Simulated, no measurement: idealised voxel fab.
process module | voxel wiring stack
cross-section cut | 155 nm wide | cells 5 nm
A cross-section is a grid of square cells, given in bands from the top down. A band is one or more rows of cells.
Each band's line starts with the height of the band's top and of its bottom, in nm. Then come its materials from left to right, each with its width in nm. One material with "throughout" fills the band from edge to edge. "air" is empty space.
Height 0 is the level under which the wafer as received is all one material. The lowest band goes on downwards, as in "0 down".
A width such as "30 to 40" changes by the same amount from each row of cells to the next, from the band's top row to its bottom row.
"no change" after a step means that no cell of the cross-section changed.
closed voids: empty space of 8 cells or more with no open way to the top, each as width x height at its distance from the left edge, in nm
after a step's settings: what the simulator itself notes on the step
overlay nm, on a step with a mask: how far to the right of its planned place the mask lay; to the left if negative
plan
1 op RECEIVE | material Si
2 op CONFORMAL_DEP | material SiO2 | thk nm 15
3 op DIRECTIONAL_DEP | material TiN | thk nm 5
4 op DIRECTIONAL_DEP | material Ru | thk nm 20
5 op PATTERN | tone cover | mask id METAL_1 | material resist | width nm 20 | pitch nm 35 | thk nm 15 | overlay nm 0
6 op DIRECTIONAL_ETCH | etch materials Ru | depth nm 20
7 op DIRECTIONAL_ETCH | etch materials TiN | depth nm 5
8 op STRIP | etch materials resist
9 op CONFORMAL_DEP | material SiN | thk nm 5
10 op FILL_DEP | material SiO2 | thk nm 5
11 op CMP | height nm 40
12 op CONFORMAL_DEP | material SiCN | thk nm 5
13 op DIRECTIONAL_DEP | material SiO2 | thk nm 10
14 op PATTERN | tone open | mask id PLUG_1 | material resist | width nm 15 | pitch nm 70 | thk nm 15 | overlay nm 0
15 op DIRECTIONAL_ETCH | etch materials SiO2 | depth nm 10
16 op DIRECTIONAL_ETCH | etch materials SiCN | depth nm 5
17 op STRIP | etch materials resist
18 op CONFORMAL_DEP | material TiN | thk nm 5
19 op FILL_DEP | material Cu | thk nm 5
20 op CMP | height nm 55
21 op CONFORMAL_DEP | material SiN | thk nm 5
22 op DIRECTIONAL_DEP | material lowk | thk nm 25
23 op DIRECTIONAL_DEP | material aC | thk nm 15
24 op PATTERN | tone open | mask id METAL_2 | material resist | width nm 20 | pitch nm 35 | thk nm 30 | overlay nm 0
25 op DIRECTIONAL_ETCH | etch materials aC | depth nm 15
26 op STRIP | etch materials resist
27 op DIRECTIONAL_ETCH | etch materials lowk | depth nm 25
28 op DIRECTIONAL_ETCH | etch materials SiN | depth nm 5
29 op STRIP | etch materials aC
30 op CONFORMAL_DEP | material TiN | thk nm 5
31 op FILL_DEP | material Cu | thk nm 10
32 op CMP | height nm 85
33 op EPI | material Ru | thk nm 5
34 op FILL_DEP | material SiCN | thk nm 5
35 op DIRECTIONAL_DEP | material SiO2 | thk nm 20
36 op PATTERN | tone open | mask id PLUG_2 | material resist | width nm 15 | pitch nm 35 | thk nm 15 | overlay nm 0
37 op DIRECTIONAL_ETCH | etch materials SiO2 | depth nm 20
38 op DIRECTIONAL_ETCH | etch materials SiCN | depth nm 5
39 op STRIP | etch materials resist
40 op EPI | material Ru | thk nm 10
41 op EPI | material Ru | thk nm 10
42 op EPI | material Ru | thk nm 5
43 op CONFORMAL_DEP | material SiN | thk nm 5
44 op DIRECTIONAL_DEP | material lowk | thk nm 15
45 op MASKED_ETCH | tone open | mask id METAL_3 | width nm 20 | pitch nm 35 | etch materials lowk | depth nm 15 | overlay nm 0
46 op MASKED_ETCH | tone open | mask id METAL_3 | width nm 20 | pitch nm 35 | etch materials SiN | depth nm 5 | overlay nm 0
47 op CONFORMAL_DEP | material TiN | thk nm 5
48 op FILL_DEP | material Cu | thk nm 5
49 op CMP | height nm 135
50 op CONFORMAL_DEP | material SiN | thk nm 5
as received, after step 1
  0 down: Si throughout
  closed voids: none
a wafer at the end: this start, this plan, one mistake
  140 to 135: SiN throughout
  135 to 120: lowk 30 | TiN 5 | Cu 10 | TiN 5 | lowk 15 | TiN 5 | Cu 10 | TiN 5 | lowk 15 | TiN 5 | Cu 10 | TiN 5 | lowk 35
  120 to 115: SiN 30 | TiN 20 | SiN 15 | TiN 20 | SiN 15 | TiN 20 | SiN 35
  115 to 95: SiO2 30 | Ru 15 | SiO2 20 | Ru 15 | SiO2 20 | Ru 15 | SiO2 40
  95 to 85: SiCN 30 to 25 | Ru 15 to 30 | SiCN 20 to 5 | Ru 15 to 30 | SiCN 20 to 5 | Ru 15 to 30 | SiCN 40 to 30
  85 to 60: lowk 30 | TiN 5 | Cu 10 | TiN 5 | lowk 15 | TiN 5 | Cu 10 | TiN 5 | lowk 15 | TiN 5 | Cu 10 | TiN 5 | lowk 35
  60 to 55: SiN 30 | TiN 20 | SiN 15 | TiN 20 | SiN 15 | TiN 20 | SiN 35
  55 to 45: SiO2 30 | TiN 5 | Cu 5 | TiN 5 | SiO2 55 | TiN 5 | Cu 5 | TiN 5 | SiO2 40
  45 to 40: SiCN 30 | TiN 15 | SiCN 55 | TiN 15 | SiCN 40
  40 to 35: SiO2 25 | SiN 5 | Ru 20 | SiN 5 | SiO2 5 | SiN 5 | Ru 20 | SiN 5 | SiO2 5 | SiN 5 | Ru 20 | SiN 5 | SiO2 30
  35 to 30: SiN 30 | TiN 20 | SiN 15 | TiN 20 | SiN 15 | TiN 20 | SiN 35
  30 to 0: SiO2 throughout
  0 down: Si throughout
  closed voids: none
what went wrong: step 2 was run twice
